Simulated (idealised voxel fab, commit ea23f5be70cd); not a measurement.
The process module presented herein is designated voxel ribs on slabs.
Cross-section cut: width 280 nm, square cells of 5 nm.
We lay out every cross-section as a grid of square cells and spell it out in bands from the top down, where one band means one or more rows of cells.
Within each band entry, the heights of the top and of the bottom of the band appear first, in that order and in nm; the materials of the band then follow from left to right, each with its corresponding width in nm. The designation "throughout" on a single material indicates that it fills the band from edge to edge; the designation "empty" indicates empty space.
Heads up on the height convention: 0 is the point under which the incoming wafer is all one material, and the lowest band has no bottom, it just keeps going down, like "0..down".
Per-row width for "30->40": begins at first number (top row of band), ends at second number (bottom row), increment between rows held constant.
Where the words "nothing different" appear for a step, the cross-section shows no cell changed by that step; every cell remained as before.
You'll see "Enclosed voids" listing empty spaces that have no way open to the top, as long as they're 8 cells or more; the notation is width x height at distance, where the distance is from the left edge, and all of it is in nm.
The remark found on a step's line after its settings is issued by the simulator itself and pertains to that step.
overlay nm: step with mask; distance mask lay right of planned place; negative value = left of planned place.
These are the steps we planned for the process:
1. RECEIVE [material Si]
2. DIRECTIONAL_DEP [material SiO2] [thk nm 20]
3. DIRECTIONAL_DEP [material SiN] [thk nm 15]
4. PATTERN [tone cover] [mask id RIB] [material resist] [width nm 15] [thk nm 15] [overlay nm -15]
5. DIRECTIONAL_ETCH [etch materials SiN] [depth nm 5]
6. STRIP [etch materials resist]
7. DIRECTIONAL_DEP [material aC] [thk nm 10]
8. PATTERN [tone cover] [mask id SLAB] [material resist] [width nm 65] [thk nm 25] [overlay nm 0]
9. DIRECTIONAL_ETCH [etch materials aC] [depth nm 10]
10. STRIP [etch materials resist]
11. DIRECTIONAL_ETCH [etch materials SiN] [depth nm 10]
12. STRIP [etch materials aC]
13. FILL_DEP [material SiO2] [thk nm 15]
14. CMP [height nm 45]
15. DIRECTIONAL_DEP [material W] [thk nm 5]
16. PATTERN [tone cover] [mask id HEATER] [material resist] [width nm 25] [thk nm 20] [overlay nm 0]
17. DIRECTIONAL_ETCH [etch materials W] [depth nm 5]
18. STRIP [etch materials resist]
19. CONFORMAL_DEP [material SiO2] [thk nm 5]
Where the wafers of this document differ is in the overlay nm of step 4; they start out the same, and the plan states the value that applied to the first wafer.
Cross-section of the first of several wafers as received (after step 1):
> 0..down  Si throughout
> Enclosed voids: none
Basically each wafer gets a line in the table, showing it at the end of the module: material by material, the cells it gained (+) or lost (-) since we got it, then its closed voids:
overlay nm -15; +29 SiN; +533 SiO2; +5 W; Enclosed voids: none
overlay nm -10; +29 SiN; +533 SiO2; +5 W; Enclosed voids: none
overlay nm -5; +29 SiN; +533 SiO2; +5 W; Enclosed voids: none
overlay nm 0; +29 SiN; +533 SiO2; +5 W; Enclosed voids: none
overlay nm 5; +29 SiN; +533 SiO2; +5 W; Enclosed voids: none
overlay nm 10; +29 SiN; +533 SiO2; +5 W; Enclosed voids: none
overlay nm 15; +29 SiN; +533 SiO2; +5 W; Enclosed voids: none
